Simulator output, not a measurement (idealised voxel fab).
Process module, titled voxel self aligned vias
For reference, the cross-section in this document is cut, with width 240 nm and square cells of 5 nm.
When this document writes out a cross-section, it uses a grid of square cells and lists it as bands, beginning at the top and moving down, with a band standing for one or more rows of cells. Top height, bottom height, nm. Materials left to right, width each, nm. Single material + "throughout" = fills band edge to edge. "air" = empty. Where do heights start? At 0: under that level the wafer as delivered is made of one material only. And the lowest band has no floor; it just carries on downward, as in "0 down". Width "30..40": first value at the band's top row of cells, second value at its bottom row, equal change from row to row. Take "no alteration" at face value: in the step it is given for, the cross-section changed in none of its cells. Closed empty spaces (no open way to the top) of 8 cells or more are what "Closed void listing" lists, each as width x height at distance from the left edge, nm for all three. That trailing text on a step's line, after the settings, is the simulator's own remark on the step. Among the settings permitted on a step's line is "overlay nm"; applied to a step with a mask, it specifies the extent to which the mask lay to the right of its planned position, whereas a negative figure signifies a position to the left.

**Steps in the process plan**
1,RECEIVE [material Si]
2,CONFORMAL_DEP [material SiO2] [thk nm 10]
3,CONFORMAL_DEP [material SiCN] [thk nm 5]
4,DIRECTIONAL_DEP [material SiO2] [thk nm 20]
5,PATTERN [tone open] [mask id LINES] [material resist] [width nm 25] [pitch nm 60] [thk nm 20] [overlay nm 0]
6,DIRECTIONAL_ETCH [etch materials SiO2] [depth nm 20]
7,STRIP [etch materials resist]
8,CONFORMAL_DEP [material TiN] [thk nm 5]
9,FILL_DEP [material W] [thk nm 10]
10,CMP [height nm 35]
11,SELECTIVE_ETCH [etch materials W Ru TiN] [depth nm 10]
12,FILL_DEP [material SiN] [thk nm 10]
13,CMP [height nm 35]
14,DIRECTIONAL_DEP [material SiO2] [thk nm 20]
15,DIRECTIONAL_DEP [material aC] [thk nm 15]
16,PATTERN [tone open] [mask id VIAS] [material resist] [width nm 35] [thk nm 35] [overlay nm 0]
17,DIRECTIONAL_ETCH [etch materials aC] [depth nm 15]
18,STRIP [etch materials resist]
19,DIRECTIONAL_ETCH [etch materials SiO2] [depth nm 20]
20,DIRECTIONAL_ETCH [etch materials SiN] [depth nm 10]
21,STRIP [etch materials aC]
22,CONFORMAL_DEP [material TiN] [thk nm 5]
23,FILL_DEP [material Ru] [thk nm 10]
24,CMP [height nm 55]
25,CONFORMAL_DEP [material SiN] [thk nm 5]

**First wafer out of two, processed as planned**

**As-received wafer cross-section (after step 1)**
0 down  Si throughout
Closed void listing: none

**Sectional view: wafer, after step 2**
10 to 0  SiO2 throughout
Note: structure below 0 unchanged.

**Sectional view: wafer, after step 3**
15 to 10  SiCN throughout
Note: structure below 10 unchanged.

**Sectional view: wafer, after step 4**
35 to 15  SiO2 throughout
Note: structure below 15 unchanged.

**Sectional view: wafer, after step 5**
55 to 35  75 nm resist, 25 nm air, 35 nm resist, 25 nm air, 80 nm resist
Note: structure below 35 unchanged.

**Sectional view: wafer, after step 6**
55 to 35  75 nm resist, 25 nm air, 35 nm resist, 25 nm air, 80 nm resist
35 to 15  75 nm SiO2, 25 nm air, 35 nm SiO2, 25 nm air, 80 nm SiO2
Note: structure below 15 unchanged.

**Sectional view: wafer, after step 7**
35 to 15  75 nm SiO2, 25 nm air, 35 nm SiO2, 25 nm air, 80 nm SiO2
Note: structure below 15 unchanged.

**Sectional view: wafer, after step 8**
40 to 35  80 nm TiN, 15 nm air, 45 nm TiN, 15 nm air, 85 nm TiN
35 to 20  75 nm SiO2, 5 nm TiN, 15 nm air, 5 nm TiN, 35 nm SiO2, 5 nm TiN, 15 nm air, 5 nm TiN, 80 nm SiO2
20 to 15  75 nm SiO2, 25 nm TiN, 35 nm SiO2, 25 nm TiN, 80 nm SiO2
Note: structure below 15 unchanged.

**Sectional view: wafer, after step 9**
50 to 40  W throughout
40 to 35  80 nm TiN, 15 nm W, 45 nm TiN, 15 nm W, 85 nm TiN
35 to 20  75 nm SiO2, 5 nm TiN, 15 nm W, 5 nm TiN, 35 nm SiO2, 5 nm TiN, 15 nm W, 5 nm TiN, 80 nm SiO2
Note: structure below 20 unchanged.

**Sectional view: wafer, after step 10**
35 to 20  75 nm SiO2, 5 nm TiN, 15 nm W, 5 nm TiN, 35 nm SiO2, 5 nm TiN, 15 nm W, 5 nm TiN, 80 nm SiO2
Note: structure below 20 unchanged.

**Sectional view: wafer, after step 11**
35 to 25  75 nm SiO2, 25 nm air, 35 nm SiO2, 25 nm air, 80 nm SiO2
Note: structure below 25 unchanged.

**Sectional view: wafer, after step 12**
45 to 35  SiN throughout
35 to 25  75 nm SiO2, 25 nm SiN, 35 nm SiO2, 25 nm SiN, 80 nm SiO2
Note: structure below 25 unchanged.

**Sectional view: wafer, after step 13**
35 to 25  75 nm SiO2, 25 nm SiN, 35 nm SiO2, 25 nm SiN, 80 nm SiO2
Note: structure below 25 unchanged.

**Sectional view: wafer, after step 14**
55 to 35  SiO2 throughout
Note: structure below 35 unchanged.

**Sectional view: wafer, after step 15**
70 to 55  aC throughout
Note: structure below 55 unchanged.

**Sectional view: wafer, after step 16**
105 to 70  70 nm resist, 35 nm air, 135 nm resist
Note: structure below 70 unchanged.

**Sectional view: wafer, after step 17**
90 to 70  70 nm resist, 35 nm air, 135 nm resist
70 to 55  70 nm aC, 35 nm air, 135 nm aC
Note: structure below 55 unchanged.

**Sectional view: wafer, after step 18**
70 to 55  70 nm aC, 35 nm air, 135 nm aC
Note: structure below 55 unchanged.

**Sectional view: wafer, after step 19**
70 to 55  70 nm aC, 35 nm air, 135 nm aC
55 to 35  70 nm SiO2, 35 nm air, 135 nm SiO2
Note: structure below 35 unchanged.

**Sectional view: wafer, after step 20**
70 to 55  70 nm aC, 35 nm air, 135 nm aC
55 to 35  70 nm SiO2, 35 nm air, 135 nm SiO2
35 to 25  75 nm SiO2, 25 nm air, 35 nm SiO2, 25 nm SiN, 80 nm SiO2
Note: structure below 25 unchanged.

**Sectional view: wafer, after step 21**
55 to 35  70 nm SiO2, 35 nm air, 135 nm SiO2
Note: structure below 35 unchanged.

**Sectional view: wafer, after step 22**
60 to 55  75 nm TiN, 25 nm air, 140 nm TiN
55 to 40  70 nm SiO2, 5 nm TiN, 25 nm air, 5 nm TiN, 135 nm SiO2
40 to 35  70 nm SiO2, 10 nm TiN, 15 nm air, 10 nm TiN, 135 nm SiO2
35 to 30  75 nm SiO2, 5 nm TiN, 15 nm air, 5 nm TiN, 35 nm SiO2, 25 nm SiN, 80 nm SiO2
30 to 25  75 nm SiO2, 25 nm TiN, 35 nm SiO2, 25 nm SiN, 80 nm SiO2
Note: structure below 25 unchanged.

**Sectional view: wafer, after step 23**
70 to 60  Ru throughout
60 to 55  75 nm TiN, 25 nm Ru, 140 nm TiN
55 to 40  70 nm SiO2, 5 nm TiN, 25 nm Ru, 5 nm TiN, 135 nm SiO2
40 to 35  70 nm SiO2, 10 nm TiN, 15 nm Ru, 10 nm TiN, 135 nm SiO2
35 to 30  75 nm SiO2, 5 nm TiN, 15 nm Ru, 5 nm TiN, 35 nm SiO2, 25 nm SiN, 80 nm SiO2
Note: structure below 30 unchanged.

**Sectional view: wafer, after step 24**
55 to 40  70 nm SiO2, 5 nm TiN, 25 nm Ru, 5 nm TiN, 135 nm SiO2
Note: structure below 40 unchanged.

**Sectional view: wafer, after step 25**
60 to 55  SiN throughout
Note: structure below 55 unchanged.

**What follows concerns the second wafer, which started out like the first and was meant to follow the very same plan; one mistake crept in when it was run, but everything up to and including step 23 is the same as for the first wafer**

Cross-section: second wafer, time at which step 24 was scheduled to end: no alteration

**Cross-section: second wafer, time at which step 25 was scheduled to end**
75 to 70  SiN throughout
Note: structure below 70 unchanged.
what went wrong: step 24 of the plan did not run at all; it was left out
Cell-count delta at end, second wafer over first, by material: Ru: 101 more | TiN: 43 more
